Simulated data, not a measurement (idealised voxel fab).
Process module under the name voxel lift off
cross-section cut | 175 nm wide | cells 5 nm
Just so we're on the same page, the cross-sections are grids of square cells, and they're listed out in bands top to bottom, each band one or more rows deep. Per band: top height and bottom height in nm, followed by the left-to-right materials and their widths in nm; "throughout" marks a single material spanning edge to edge, "empty" marks empty space. We count height from 0. Below that, the starting wafer is all one material. The lowest band never ends at the bottom but goes on down; see "0 down" for how that is written. It should be noted that a width expressed as "30 to 40" varies in equal increments from row to row of cells within the band, taking the value of the first number at the top row and that of the second number at the bottom row. What does "nothing got changed" mean for a step? It means no cell of the cross-section changed in that step. Empty spaces without an open route to the top, at least 8 cells in extent, make up the entry "Cavities, sealed"; each is given as width x height at distance, where the distance is measured from the left edge, and all are in nm. What comes after the settings on a step's line is commentary from the simulator itself on that step. "overlay nm" answers the question of how far to the right of plan the mask lay on a step that has a mask, and when it is negative the answer is to the left. Every pair from here on: before one process step, after it. The after cross-section reaches only to the lowest band that changed. Below the pair: the step in between and its settings. Pairs can belong to different runs of this module on the same starting wafer; a pair carries on from the pair above only if the entry headed "Pre-step view" says so.
# Pre-step view
- 0 down | Si throughout
- Cavities, sealed: none
# Post-Step Geometry
- 15 to 0 | SiN throughout
- Below 0, no change.
- Cavities, sealed: none
The before and after cross-sections above are linked by CONFORMAL_DEP, material SiN, thk nm 15
Pre-step view: no separate figure, the pair right above already shows it after its step.
# Post-Step Geometry
- 40 to 15 | resist 25; empty 15; resist 20; empty 15; resist 20; empty 15; resist 20; empty 15; resist 30
- Below 15, no change.
- Cavities, sealed: none
The before and after cross-sections above are linked by PATTERN, tone open, mask id LINES, material resist, width nm 15, pitch nm 35, thk nm 25, overlay nm 0
Pre-step view: no separate figure, the pair right above already shows it after its step.
# Post-Step Geometry
- 50 to 40 | Ru 25; empty 15; Ru 20; empty 15; Ru 20; empty 15; Ru 20; empty 15; Ru 30
- 40 to 25 | resist 25; empty 15; resist 20; empty 15; resist 20; empty 15; resist 20; empty 15; resist 30
- 25 to 15 | resist 25; Ru 15; resist 20; Ru 15; resist 20; Ru 15; resist 20; Ru 15; resist 30
- Below 15, no change.
- Cavities, sealed: none
The before and after cross-sections above are linked by DIRECTIONAL_DEP, material Ru, thk nm 10
Pre-step view: no separate figure, the pair right above already shows it after its step.
# Post-Step Geometry
- 25 to 15 | empty 25; Ru 15; empty 20; Ru 15; empty 20; Ru 15; empty 20; Ru 15; empty 30
- Below 15, no change.
- Cavities, sealed: none
The before and after cross-sections above are linked by STRIP, etch materials resist
Pre-step view: no separate figure, the pair right above already shows it after its step.
# Post-Step Geometry
- 35 to 25 | empty 15; SiCN 140; empty 20
- 25 to 15 | SiCN 25; Ru 15; SiCN 20; Ru 15; SiCN 20; Ru 15; SiCN 20; Ru 15; SiCN 30
- Below 15, no change.
- Cavities, sealed: none
The before and after cross-sections above are linked by CONFORMAL_DEP, material SiCN, thk nm 10
# Pre-step view
- 15 to 0 | SiN throughout
- 0 down | Si throughout
- Cavities, sealed: none
# Post-Step Geometry
- 30 to 0 | SiN throughout
- Below 0, no change.
- Cavities, sealed: none
The before and after cross-sections above are linked by CONFORMAL_DEP, material SiN, thk nm 15
Pre-step view: no separate figure, the pair right above already shows it after its step.
# Post-Step Geometry
- 55 to 30 | resist 25; empty 15; resist 20; empty 15; resist 20; empty 15; resist 20; empty 15; resist 30
- Below 30, no change.
- Cavities, sealed: none
The before and after cross-sections above are linked by PATTERN, tone open, mask id LINES, material resist, width nm 15, pitch nm 35, thk nm 25, overlay nm 0
Pre-step view: no separate figure, the pair right above already shows it after its step.
# Post-Step Geometry
- 65 to 55 | Ru 25; empty 15; Ru 20; empty 15; Ru 20; empty 15; Ru 20; empty 15; Ru 30
- 55 to 40 | resist 25; empty 15; resist 20; empty 15; resist 20; empty 15; resist 20; empty 15; resist 30
- 40 to 30 | resist 25; Ru 15; resist 20; Ru 15; resist 20; Ru 15; resist 20; Ru 15; resist 30
- Below 30, no change.
- Cavities, sealed: none
The before and after cross-sections above are linked by DIRECTIONAL_DEP, material Ru, thk nm 10
Pre-step view: no separate figure, the pair right above already shows it after its step.
# Post-Step Geometry
- 40 to 30 | empty 25; Ru 15; empty 20; Ru 15; empty 20; Ru 15; empty 20; Ru 15; empty 30
- Below 30, no change.
- Cavities, sealed: none
The before and after cross-sections above are linked by STRIP, etch materials resist
Pre-step view: no separate figure, the pair right above already shows it after its step.
# Post-Step Geometry
- 50 to 40 | empty 15; SiCN 140; empty 20
- 40 to 30 | SiCN 25; Ru 15; SiCN 20; Ru 15; SiCN 20; Ru 15; SiCN 20; Ru 15; SiCN 30
- Below 30, no change.
- Cavities, sealed: none
The before and after cross-sections above are linked by CONFORMAL_DEP, material SiCN, thk nm 10
# Pre-step view
- 0 down | Si throughout
- Cavities, sealed: none
# Post-Step Geometry
- 25 to 0 | SiN throughout
- Below 0, no change.
- Cavities, sealed: none
The before and after cross-sections above are linked by CONFORMAL_DEP, material SiN, thk nm 25
Pre-step view: no separate figure, the pair right above already shows it after its step.
# Post-Step Geometry
- 50 to 25 | resist 25; empty 15; resist 20; empty 15; resist 20; empty 15; resist 20; empty 15; resist 30
- Below 25, no change.
- Cavities, sealed: none
The before and after cross-sections above are linked by PATTERN, tone open, mask id LINES, material resist, width nm 15, pitch nm 35, thk nm 25, overlay nm 0
Pre-step view: no separate figure, the pair right above already shows it after its step.
# Post-Step Geometry
- 60 to 50 | Ru 25; empty 15; Ru 20; empty 15; Ru 20; empty 15; Ru 20; empty 15; Ru 30
- 50 to 35 | resist 25; empty 15; resist 20; empty 15; resist 20; empty 15; resist 20; empty 15; resist 30
- 35 to 25 | resist 25; Ru 15; resist 20; Ru 15; resist 20; Ru 15; resist 20; Ru 15; resist 30
- Below 25, no change.
- Cavities, sealed: none
The before and after cross-sections above are linked by DIRECTIONAL_DEP, material Ru, thk nm 10
Pre-step view: no separate figure, the pair right above already shows it after its step.
# Post-Step Geometry
- 35 to 25 | empty 25; Ru 15; empty 20; Ru 15; empty 20; Ru 15; empty 20; Ru 15; empty 30
- Below 25, no change.
- Cavities, sealed: none
The before and after cross-sections above are linked by STRIP, etch materials resist
Pre-step view: no separate figure, the pair right above already shows it after its step.
# Post-Step Geometry
- 45 to 35 | empty 15; SiCN 140; empty 20
- 35 to 25 | SiCN 25; Ru 15; SiCN 20; Ru 15; SiCN 20; Ru 15; SiCN 20; Ru 15; SiCN 30
- Below 25, no change.
- Cavities, sealed: none
The before and after cross-sections above are linked by CONFORMAL_DEP, material SiCN, thk nm 10
# Pre-step view
- 15 to 0 | SiN throughout
- 0 down | Si throughout
- Cavities, sealed: none
# Post-Step Geometry
- 40 to 15 | resist 25; empty 20; resist 15; empty 20; resist 15; empty 20; resist 15; empty 20; resist 25
- Below 15, no change.
- Cavities, sealed: none
The before and after cross-sections above are linked by PATTERN, tone open, mask id LINES, material resist, width nm 20, pitch nm 35, thk nm 25, overlay nm 0
Pre-step view: no separate figure, the pair right above already shows it after its step.
# Post-Step Geometry
- 50 to 40 | Ru 25; empty 20; Ru 15; empty 20; Ru 15; empty 20; Ru 15; empty 20; Ru 25
- 40 to 25 | resist 25; empty 20; resist 15; empty 20; resist 15; empty 20; resist 15; empty 20; resist 25
- 25 to 15 | resist 25; Ru 20; resist 15; Ru 20; resist 15; Ru 20; resist 15; Ru 20; resist 25
- Below 15, no change.
- Cavities, sealed: none
The before and after cross-sections above are linked by DIRECTIONAL_DEP, material Ru, thk nm 10
Pre-step view: no separate figure, the pair right above already shows it after its step.
# Post-Step Geometry
- 25 to 15 | empty 25; Ru 20; empty 15; Ru 20; empty 15; Ru 20; empty 15; Ru 20; empty 25
- Below 15, no change.
- Cavities, sealed: none
The before and after cross-sections above are linked by STRIP, etch materials resist
Pre-step view: no separate figure, the pair right above already shows it after its step.
# Post-Step Geometry
- 35 to 25 | empty 15; SiCN 145; empty 15
- 25 to 15 | SiCN 25; Ru 20; SiCN 15; Ru 20; SiCN 15; Ru 20; SiCN 15; Ru 20; SiCN 25
- Below 15, no change.
- Cavities, sealed: none
The before and after cross-sections above are linked by CONFORMAL_DEP, material SiCN, thk nm 10
# Pre-step view
- 15 to 0 | SiN throughout
- 0 down | Si throughout
- Cavities, sealed: none
# Post-Step Geometry
- 40 to 15 | resist 35; empty 15; resist 20; empty 15; resist 20; empty 15; resist 20; empty 15; resist 20
- Below 15, no change.
- Cavities, sealed: none
The before and after cross-sections above are linked by PATTERN, tone open, mask id LINES, material resist, width nm 15, pitch nm 35, thk nm 25, overlay nm 10
Pre-step view: no separate figure, the pair right above already shows it after its step.
# Post-Step Geometry
- 50 to 40 | Ru 35; empty 15; Ru 20; empty 15; Ru 20; empty 15; Ru 20; empty 15; Ru 20
- 40 to 25 | resist 35; empty 15; resist 20; empty 15; resist 20; empty 15; resist 20; empty 15; resist 20
- 25 to 15 | resist 35; Ru 15; resist 20; Ru 15; resist 20; Ru 15; resist 20; Ru 15; resist 20
- Below 15, no change.
- Cavities, sealed: none
The before and after cross-sections above are linked by DIRECTIONAL_DEP, material Ru, thk nm 10
Pre-step view: no separate figure, the pair right above already shows it after its step.
# Post-Step Geometry
- 25 to 15 | empty 35; Ru 15; empty 20; Ru 15; empty 20; Ru 15; empty 20; Ru 15; empty 20
- Below 15, no change.
- Cavities, sealed: none
The before and after cross-sections above are linked by STRIP, etch materials resist
Pre-step view: no separate figure, the pair right above already shows it after its step.
# Post-Step Geometry
- 35 to 25 | empty 25; SiCN 140; empty 10
- 25 to 15 | SiCN 35; Ru 15; SiCN 20; Ru 15; SiCN 20; Ru 15; SiCN 20; Ru 15; SiCN 20
- Below 15, no change.
- Cavities, sealed: none
The before and after cross-sections above are linked by CONFORMAL_DEP, material SiCN, thk nm 10
# Pre-step view
- 25 to 15 | empty 25; Ru 15; empty 20; Ru 15; empty 20; Ru 15; empty 20; Ru 15; empty 30
- 15 to 0 | SiN throughout
- 0 down | Si throughout
- Cavities, sealed: none
# Post-Step Geometry
- 35 to 25 | empty 15; SiN 140; empty 20
- 25 to 15 | SiN 25; Ru 15; SiN 20; Ru 15; SiN 20; Ru 15; SiN 20; Ru 15; SiN 30
- Below 15, no change.
- Cavities, sealed: none
The before and after cross-sections above are linked by CONFORMAL_DEP, material SiN, thk nm 10
# Pre-step view
- 15 to 0 | SiN throughout
- 0 down | Si throughout
- Cavities, sealed: none
# Post-Step Geometry
- 40 to 15 | empty 25; resist 15; empty 20; resist 15; empty 20; resist 15; empty 20; resist 15; empty 30
- Below 15, no change.
- Cavities, sealed: none
The before and after cross-sections above are linked by PATTERN, tone cover, mask id LINES, material resist, width nm 15, pitch nm 35, thk nm 25, overlay nm 0
Pre-step view: no separate figure, the pair right above already shows it after its step.
# Post-Step Geometry
- 50 to 40 | empty 25; Ru 15; empty 20; Ru 15; empty 20; Ru 15; empty 20; Ru 15; empty 30
- 40 to 25 | empty 25; resist 15; empty 20; resist 15; empty 20; resist 15; empty 20; resist 15; empty 30
- 25 to 15 | Ru 25; resist 15; Ru 20; resist 15; Ru 20; resist 15; Ru 20; resist 15; Ru 30
- Below 15, no change.
- Cavities, sealed: none
The before and after cross-sections above are linked by DIRECTIONAL_DEP, material Ru, thk nm 10
Pre-step view: no separate figure, the pair right above already shows it after its step.
# Post-Step Geometry
- 25 to 15 | Ru 25; empty 15; Ru 20; empty 15; Ru 20; empty 15; Ru 20; empty 15; Ru 30
- Below 15, no change.
- Cavities, sealed: none
The before and after cross-sections above are linked by STRIP, etch materials resist
Pre-step view: no separate figure, the pair right above already shows it after its step.
# Post-Step Geometry
- 35 to 25 | SiCN throughout
- 25 to 15 | Ru 25; SiCN 15; Ru 20; SiCN 15; Ru 20; SiCN 15; Ru 20; SiCN 15; Ru 30
- Below 15, no change.
- Cavities, sealed: none
The before and after cross-sections above are linked by CONFORMAL_DEP, material SiCN, thk nm 10
